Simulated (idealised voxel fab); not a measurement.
process module | voxel self aligned vias
cross-section cut | 295 nm wide | cells 5 nm
A cross-section is a grid of square cells, given in bands from the top down. A band is one or more rows of cells.
Each band's line starts with the height of the band's top and of its bottom, in nm. Then come its materials from left to right, each with its width in nm. One material with "throughout" fills the band from edge to edge. "air" is empty space.
Height 0 is the level under which the wafer as received is all one material. The lowest band goes on downwards, as in "0 down".
A width such as "30 to 40" changes by the same amount from each row of cells to the next, from the band's top row to its bottom row.
"no change" after a step means that no cell of the cross-section changed.
closed voids: empty space of 8 cells or more with no open way to the top, each as width x height at its distance from the left edge, in nm
after a step's settings: what the simulator itself notes on the step
overlay nm, on a step with a mask: how far to the right of its planned place the mask lay; to the left if negative
plan
1 op RECEIVE | material Si
2 op CONFORMAL_DEP | material SiO2 | thk nm 15
3 op CONFORMAL_DEP | material SiCN | thk nm 5
4 op DIRECTIONAL_DEP | material lowk | thk nm 20
5 op PATTERN | tone open | mask id LINES | material resist | width nm 30 | pitch nm 55 | thk nm 15 | overlay nm 0
6 op DIRECTIONAL_ETCH | etch materials lowk | depth nm 20
7 op STRIP | etch materials resist
8 op CONFORMAL_DEP | material TiN | thk nm 5
9 op FILL_DEP | material W | thk nm 10
10 op CMP | height nm 40
11 op SELECTIVE_ETCH | etch materials W Ru TiN | depth nm 5
12 op FILL_DEP | material SiN | thk nm 5
13 op CMP | height nm 40
14 op DIRECTIONAL_DEP | material lowk | thk nm 15
15 op MASKED_ETCH | tone open | mask id VIAS | width nm 40 | pitch nm 110 | etch materials lowk | depth nm 15 | overlay nm 0
16 op MASKED_ETCH | tone open | mask id VIAS | width nm 40 | pitch nm 110 | etch materials SiN | depth nm 5 | overlay nm 0
17 op CONFORMAL_DEP | material TiN | thk nm 5
18 op FILL_DEP | material W | thk nm 5
19 op CMP | height nm 55
20 op CONFORMAL_DEP | material SiCN | thk nm 5
as received, after step 1
  0 down: Si throughout
  closed voids: none
first wafer at the end, as planned
  60 to 55: SiCN throughout
  55 to 45: lowk 70 | TiN 5 | W 30 | TiN 5 | lowk 70 | TiN 5 | W 30 | TiN 5 | lowk 75
  45 to 40: lowk 70 | TiN 10 | W 20 | TiN 10 | lowk 70 | TiN 10 | W 20 | TiN 10 | lowk 75
  40 to 35: lowk 75 | TiN 30 | lowk 25 | SiN 30 | lowk 25 | TiN 30 | lowk 80
  35 to 25: lowk 75 | TiN 5 | W 20 | TiN 5 | lowk 25 | TiN 5 | W 20 | TiN 5 | lowk 25 | TiN 5 | W 20 | TiN 5 | lowk 80
  25 to 20: lowk 75 | TiN 30 | lowk 25 | TiN 30 | lowk 25 | TiN 30 | lowk 80
  20 to 15: SiCN throughout
  15 to 0: SiO2 throughout
  0 down: Si throughout
  closed voids: none
second wafer at the end: like start, like plan, one mistake
  60 to 55: SiCN throughout
  55 to 45: lowk 70 | TiN 5 | W 30 | TiN 5 | lowk 70 | TiN 5 | W 30 | TiN 5 | lowk 75
  45 to 40: lowk 70 | TiN 10 | W 20 | TiN 10 | lowk 70 | TiN 10 | W 20 | TiN 10 | lowk 75
  40 to 35: lowk 75 | TiN 30 | lowk 25 | SiN 30 | lowk 25 | TiN 30 | lowk 80
  35 to 30: SiCN throughout
  30 to 0: SiO2 throughout
  0 down: Si throughout
  closed voids: none
what went wrong: step 2 was run twice
at the end the second wafer has, in cells: 177 more of SiO2 | 30 fewer of TiN | 24 fewer of W | 123 fewer of lowk
